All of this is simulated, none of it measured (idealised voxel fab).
Proc. module: voxel quadruple lines
Square cell edge 5 nm, section width 300 nm, ID cut.
The cross-sections in this document take the form of a grid made of square cells. They are written out as bands, in order from top to bottom. Each band consists of one or more rows of cells.
Read a band's entry like this: the first values are the height of its top and the height of its bottom in nm, and what follows is the sequence of materials from left to right, each with its width in nm. Note that "empty" is empty space, and that a single material marked "full width" reaches across the band from edge to edge.
We count height from 0. Below that, the starting wafer is all one material. The lowest band never ends at the bottom but goes on down; see "z 0 and below" for how that is written.
Width: "30 to 40" (first number = top row, second number = bottom row, same change from row to row of cells).
A step reported as "everything unchanged" is a step in which no cell of the cross-section changed.
Closed voids list: empty space of 8 cells or more with no open way to the top, each as width x height at its distance from the left edge, in nm
On a step's line, text after the settings is the simulator commenting on that step.
The "overlay nm" setting may appear on a step's line; for a step that uses a mask, it gives how far to the right of its planned position the mask lay, and a negative value indicates the left.

# Set out below are the planned steps of the process
| 1 | RECEIVE,material Si |
| 2 | CONFORMAL_DEP,material Al2O3,thk nm 5 |
| 3 | DIRECTIONAL_DEP,material TiN,thk nm 10 |
| 4 | DIRECTIONAL_DEP,material polySi,thk nm 15 |
| 5 | DIRECTIONAL_DEP,material aC,thk nm 25 |
| 6 | PATTERN,tone cover,mask id MANDREL,material resist,width nm 25,pitch nm 100,thk nm 30,overlay nm 0 |
| 7 | DIRECTIONAL_ETCH,etch materials aC,depth nm 25 |
| 8 | STRIP,etch materials resist |
| 9 | CONFORMAL_DEP,material SiO2,thk nm 15 |
| 10 | DIRECTIONAL_ETCH,etch materials SiO2,depth nm 15 |
| 11 | STRIP,etch materials aC |
| 12 | DIRECTIONAL_ETCH,etch materials polySi,depth nm 15 |
| 13 | STRIP,etch materials SiO2 |
| 14 | CONFORMAL_DEP,material SiCN,thk nm 10 |
| 15 | DIRECTIONAL_ETCH,etch materials SiCN,depth nm 10 |
| 16 | STRIP,etch materials polySi |
| 17 | DIRECTIONAL_ETCH,etch materials TiN,depth nm 10 |
| 18 | STRIP,etch materials SiCN |
Quick note for whoever runs this: the wafers start identical, but the width nm at step 6 isn't the same across them. The plan just shows what the first wafer had.

# Cross-section of the first incoming wafer of several, state after step 1
> z 0 and below: Si full width
> Closed voids list: none

# End of module: cross-section of the first of several wafers after step 18, the last step
> z 15 to 5: empty 60  TiN 10  empty 15  TiN 10  empty 5  TiN 10  empty 15  TiN 10  empty 25  TiN 10  empty 15  TiN 10  empty 5  TiN 10  empty 15  TiN 10  empty 65
> z 5 to 0: Al2O3 full width
> z 0 and below: Si full width
> Closed voids list: none

# last wafer at the end
> z 15 to 5: empty 50  TiN 10  empty 15  TiN 10  empty 30  TiN 10  empty 15  TiN 20  empty 15  TiN 10  empty 30  TiN 10  empty 15  TiN 10  empty 50
> z 5 to 0: Al2O3 full width
> z 0 and below: Si full width
> Closed voids list: none

# Rows = wafers. At module end, each row lists per material the cells gained (+) or lost (-) since the wafer was received, then the closed voids
width nm 25, +60 Al2O3, +32 TiN, Closed voids list: none
width nm 30, +60 Al2O3, +32 TiN, Closed voids list: none
width nm 35, +60 Al2O3, +32 TiN, Closed voids list: none
width nm 40, +60 Al2O3, +32 TiN, Closed voids list: none
width nm 45, +60 Al2O3, +32 TiN, Closed voids list: none
width nm 50, +60 Al2O3, +32 TiN, Closed voids list: none
